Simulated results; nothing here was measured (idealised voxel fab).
A process module follows: voxel wiring stack.
It is cross-section cut that appears here, measuring 145 nm in width, its square cells being 5 nm in size.
How to read a cross-section here: the picture is a grid of square cells, written as bands going from the top down, and any band can span one or more rows of cells.
The entry gives the band's vertical extent as a top height and a bottom height in nm, then its horizontal make-up as materials from left to right, each with a width in nm. "blank" stands for empty space; a single material marked "edge to edge" fills the band edge to edge.
Height datum 0, below which the as-received substrate wafer is one material. Lowest band open at the bottom, running downward: "top 0, no bottom".
With a width like "30->40", each row of cells in the band differs from the next by the same amount, the top row carrying the first number and the bottom row the second.
When a step is marked "all unchanged", none of the cells in the cross-section changed during that step.
The entry "Completely sealed voids" lists the empty spaces that cover at least 8 cells and have no open path to the top. Each is written as width x height at distance, where the distance is measured from the left edge and all three values are in nm.
On each step's line, the part that comes after the settings is the simulator's own comment on the step.
"overlay nm" denotes, for a step that has a mask, the displacement of the mask to the right of its planned place, with negative values corresponding to the left.
**plan**
step 1: RECEIVE, material Si
step 2: CONFORMAL_DEP, material SiO2, thk nm 10
step 3: DIRECTIONAL_DEP, material TiN, thk nm 5
step 4: DIRECTIONAL_DEP, material Ru, thk nm 20
step 5: PATTERN, tone cover, mask id METAL_1, material resist, width nm 30, pitch nm 55, thk nm 20, overlay nm 0
step 6: DIRECTIONAL_ETCH, etch materials Ru, depth nm 20
step 7: DIRECTIONAL_ETCH, etch materials TiN, depth nm 5
step 8: STRIP, etch materials resist
step 9: CONFORMAL_DEP, material SiCN, thk nm 5
step 10: FILL_DEP, material SiO2, thk nm 10
step 11: CMP, height nm 35
step 12: CONFORMAL_DEP, material SiCN, thk nm 5
step 13: DIRECTIONAL_DEP, material SiO2, thk nm 10
step 14: MASKED_ETCH, tone open, mask id PLUG_1, width nm 15, etch materials SiO2, depth nm 10, overlay nm 0
step 15: MASKED_ETCH, tone open, mask id PLUG_1, width nm 15, etch materials SiCN, depth nm 5, overlay nm 0
step 16: CONFORMAL_DEP, material TiN, thk nm 5
step 17: FILL_DEP, material W, thk nm 10
step 18: CMP, height nm 50
step 19: CONFORMAL_DEP, material SiCN, thk nm 5
step 20: DIRECTIONAL_DEP, material lowk, thk nm 20
step 21: DIRECTIONAL_DEP, material aC, thk nm 10
step 22: PATTERN, tone open, mask id METAL_2, material resist, width nm 30, pitch nm 55, thk nm 30, overlay nm 0
step 23: DIRECTIONAL_ETCH, etch materials aC, depth nm 10
step 24: STRIP, etch materials resist
step 25: DIRECTIONAL_ETCH, etch materials lowk, depth nm 20
step 26: DIRECTIONAL_ETCH, etch materials SiCN, depth nm 5
step 27: STRIP, etch materials aC
step 28: CONFORMAL_DEP, material TiN, thk nm 5
step 29: FILL_DEP, material Cu, thk nm 5
step 30: CMP, height nm 75
step 31: CONFORMAL_DEP, material SiCN, thk nm 5
step 32: DIRECTIONAL_DEP, material SiO2, thk nm 20
step 33: DIRECTIONAL_DEP, material aC, thk nm 10
step 34: PATTERN, tone open, mask id PLUG_2, material resist, width nm 15, pitch nm 55, thk nm 30, overlay nm 0
step 35: DIRECTIONAL_ETCH, etch materials aC, depth nm 10
step 36: STRIP, etch materials resist
step 37: DIRECTIONAL_ETCH, etch materials SiO2, depth nm 20
step 38: DIRECTIONAL_ETCH, etch materials SiCN, depth nm 5
step 39: STRIP, etch materials aC
step 40: CONFORMAL_DEP, material TiN, thk nm 5
step 41: FILL_DEP, material W, thk nm 10
step 42: CMP, height nm 100
step 43: DIRECTIONAL_DEP, material TiN, thk nm 5
step 44: DIRECTIONAL_DEP, material Ru, thk nm 25
step 45: MASKED_ETCH, tone cover, mask id METAL_3, width nm 30, pitch nm 55, etch materials Ru, depth nm 25, overlay nm 0
step 46: MASKED_ETCH, tone cover, mask id METAL_3, width nm 30, pitch nm 55, etch materials TiN, depth nm 5, overlay nm 0
step 47: FILL_DEP, material SiO2, thk nm 10
step 48: CMP, height nm 130
step 49: CONFORMAL_DEP, material SiN, thk nm 5
The plan shows the width nm of step 34 as the first wafer had it; this setting differs between the wafers, which start out alike.
**The first of several wafers in cross-section, exactly as it reached us after step 1**
  top 0, no bottom: Si edge to edge
  Completely sealed voids: none
**Wafer rows, end of module: cells per material gained (+) or lost (-) since receipt; closed voids last**
width nm 15; +32 Cu; +108 Ru; +99 SiCN; +29 SiN; +356 SiO2; +81 TiN; +10 W; +68 lowk; Completely sealed voids: none
width nm 20; +32 Cu; +108 Ru; +97 SiCN; +29 SiN; +348 SiO2; +83 TiN; +18 W; +68 lowk; Completely sealed voids: none
width nm 25; +32 Cu; +108 Ru; +95 SiCN; +29 SiN; +340 SiO2; +85 TiN; +26 W; +68 lowk; Completely sealed voids: none
width nm 30; +32 Cu; +108 Ru; +93 SiCN; +29 SiN; +332 SiO2; +87 TiN; +34 W; +68 lowk; Completely sealed voids: none
